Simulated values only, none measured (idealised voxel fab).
Process module in this document: voxel transistor to metal
This is section cut - it's 215 nm across, gridded in 5 nm square cells.
Reading order for cross-sections: top band down to bottom band. Underlying form: a grid of square cells. Band size: one or more rows of cells.
Quick guide to a band line: top height, bottom height (nm) up front; then every material left to right with its width in nm. Only one material and it's marked "all across"? Then it fills the band edge to edge. And "blank" just means empty space.
The reference from which all heights are counted is 0, the level beneath which the as-received wafer is entirely one material; the lowest band, having no lower bound, proceeds downward and is written after the example "0 -> down".
You'd read "30..40" like this: the band's top row of cells is as wide as the first number, its bottom row is as wide as the second, and going down, every row changes width by the same amount as the row before did.
What does "no modifications" mean for a step? It means no cell of the cross-section changed in that step.
Reported under the label "Sealed cavities" are the empty spaces having no open way to the top and comprising 8 cells or more; the notation for each is width x height at distance, in which the distance is measured from the left edge and all three values are in nm.
Whatever follows a step's settings on its line is a remark the simulator itself makes about that step.
overlay nm: for a step with a mask, the amount by which the mask lay right of where it was planned; a negative amount means left of it.
Process steps foreseen in the plan:
1) RECEIVE,material Si
2) OXIDIZE,depth nm 5
3) CONFORMAL_DEP,material SiN,thk nm 10
4) DIRECTIONAL_DEP,material aC,thk nm 10
5) PATTERN,tone cover,mask id ACTIVE,material resist,width nm 120,thk nm 25,overlay nm 0
6) DIRECTIONAL_ETCH,etch materials aC,depth nm 10
7) STRIP,etch materials resist
8) DIRECTIONAL_ETCH,etch materials SiN,depth nm 10
9) DIRECTIONAL_ETCH,etch materials SiO2,depth nm 5
10) DIRECTIONAL_ETCH,etch materials Si,depth nm 25
11) STRIP,etch materials aC
12) FILL_DEP,material SiO2,thk nm 15
13) CMP,height nm 10
14) SELECTIVE_ETCH,etch materials SiO2,depth nm 5
15) STRIP,etch materials SiN
16) SELECTIVE_ETCH,etch materials SiO2,depth nm 5
17) OXIDIZE,depth nm 5
18) DIRECTIONAL_DEP,material polySi,thk nm 20
19) DIRECTIONAL_DEP,material SiCN,thk nm 10
20) MASKED_ETCH,tone cover,mask id GATE,width nm 30,etch materials SiCN,depth nm 20,overlay nm 0
21) MASKED_ETCH,tone cover,mask id GATE,width nm 30,etch materials polySi,depth nm 30,overlay nm 0
22) CONFORMAL_DEP,material SiO2,thk nm 5
23) DIRECTIONAL_ETCH,etch materials SiO2,depth nm 5
24) CONFORMAL_DEP,material SiN,thk nm 5
25) DIRECTIONAL_ETCH,etch materials SiN,depth nm 5
26) DIRECTIONAL_ETCH,etch materials SiO2,depth nm 5
27) EPI,material pSi,thk nm 5
28) FILL_DEP,material SiO2,thk nm 10
29) CMP,height nm 15
30) STRIP,etch materials polySi
31) SELECTIVE_ETCH,etch materials SiO2,depth nm 5
32) CONFORMAL_DEP,material HfO2,thk nm 5
33) CONFORMAL_DEP,material TiN,thk nm 5
34) FILL_DEP,material W,thk nm 10
35) CMP,height nm 10
36) DIRECTIONAL_DEP,material SiO2,thk nm 15
37) MASKED_ETCH,tone open,mask id CONTACT,width nm 20,pitch nm 90,etch materials SiO2,depth nm 30,overlay nm 0
38) CONFORMAL_DEP,material TiN,thk nm 5
39) FILL_DEP,material W,thk nm 10
40) CMP,height nm 25
41) CONFORMAL_DEP,material SiN,thk nm 5
42) DIRECTIONAL_DEP,material SiO2,thk nm 20
43) MASKED_ETCH,tone open,mask id METAL_1,width nm 20,pitch nm 90,etch materials SiO2,depth nm 20,overlay nm 0
44) MASKED_ETCH,tone open,mask id METAL_1,width nm 20,pitch nm 90,etch materials SiN,depth nm 5,overlay nm 0
45) CONFORMAL_DEP,material TiN,thk nm 5
46) FILL_DEP,material Ru,thk nm 5
47) CMP,height nm 50
48) CONFORMAL_DEP,material SiCN,thk nm 5
Here's what the wafer looked like in cross-section when it arrived - that's after step 1:
> 0 -> down  Si all across
> Sealed cavities: none
Cross-section: first of two wafers, module finished, run according to plan:
> 55 -> 50  SiCN all across
> 50 -> 30  50 SiO2 | 5 TiN | 10 Ru | 5 TiN | 70 SiO2 | 5 TiN | 10 Ru | 5 TiN | 55 SiO2
> 30 -> 25  50 SiN | 20 TiN | 70 SiN | 20 TiN | 55 SiN
> 25 -> 10  50 SiO2 | 5 TiN | 10 W | 5 TiN | 70 SiO2 | 5 TiN | 10 W | 5 TiN | 55 SiO2
> 10 -> 0  50 SiO2 | 5 TiN | 10 W | 5 TiN | 10 SiO2 | 5 SiN | 5 HfO2 | 5 TiN | 20 W | 5 TiN | 5 HfO2 | 5 SiN | 10 SiO2 | 5 TiN | 10 W | 5 TiN | 55 SiO2
> 0 -> -5  45 SiO2 | 5 SiN | 20 TiN | 10 SiO2 | 5 SiN | 5 HfO2 | 30 TiN | 5 HfO2 | 5 SiN | 10 SiO2 | 20 TiN | 5 SiN | 50 SiO2
> -5 -> -10  50 SiO2 | 30 pSi | 5 SiO2 | 40 HfO2 | 5 SiO2 | 30 pSi | 55 SiO2
> -10 -> -30  45 SiO2 | 120 Si | 50 SiO2
> -30 -> down  Si all across
> Sealed cavities: none
Cross-section of the latter of the two wafers at module completion. It had an identical start and an identical plan to the former; in running it, one mistake was made:
> 55 -> 50  SiCN all across
> 50 -> 35  45 Ru | 5 TiN | 20 SiO2 | 5 TiN | 60 Ru | 5 TiN | 20 SiO2 | 5 TiN | 50 Ru
> 35 -> 30  50 TiN | 20 SiO2 | 70 TiN | 20 SiO2 | 55 TiN
> 30 -> 25  SiN all across
> 25 -> 10  50 SiO2 | 5 TiN | 10 W | 5 TiN | 70 SiO2 | 5 TiN | 10 W | 5 TiN | 55 SiO2
> 10 -> 0  50 SiO2 | 5 TiN | 10 W | 5 TiN | 10 SiO2 | 5 SiN | 5 HfO2 | 5 TiN | 20 W | 5 TiN | 5 HfO2 | 5 SiN | 10 SiO2 | 5 TiN | 10 W | 5 TiN | 55 SiO2
> 0 -> -5  45 SiO2 | 5 SiN | 20 TiN | 10 SiO2 | 5 SiN | 5 HfO2 | 30 TiN | 5 HfO2 | 5 SiN | 10 SiO2 | 20 TiN | 5 SiN | 50 SiO2
> -5 -> -10  50 SiO2 | 30 pSi | 5 SiO2 | 40 HfO2 | 5 SiO2 | 30 pSi | 55 SiO2
> -10 -> -30  45 SiO2 | 120 Si | 50 SiO2
> -30 -> down  Si all across
> Sealed cavities: none
Short version of what went wrong: step 43: run off-plan, actual operation and settings MASKED_ETCH,tone cover,mask id METAL_1,width nm 20,pitch nm 90,etch materials SiO2,depth nm 20,overlay nm 0
Heads up, by the end the second wafer has more or fewer cells of some materials compared to the first: 77 more of Ru | 8 more of SiN | 108 fewer of SiO2 | 23 more of TiN
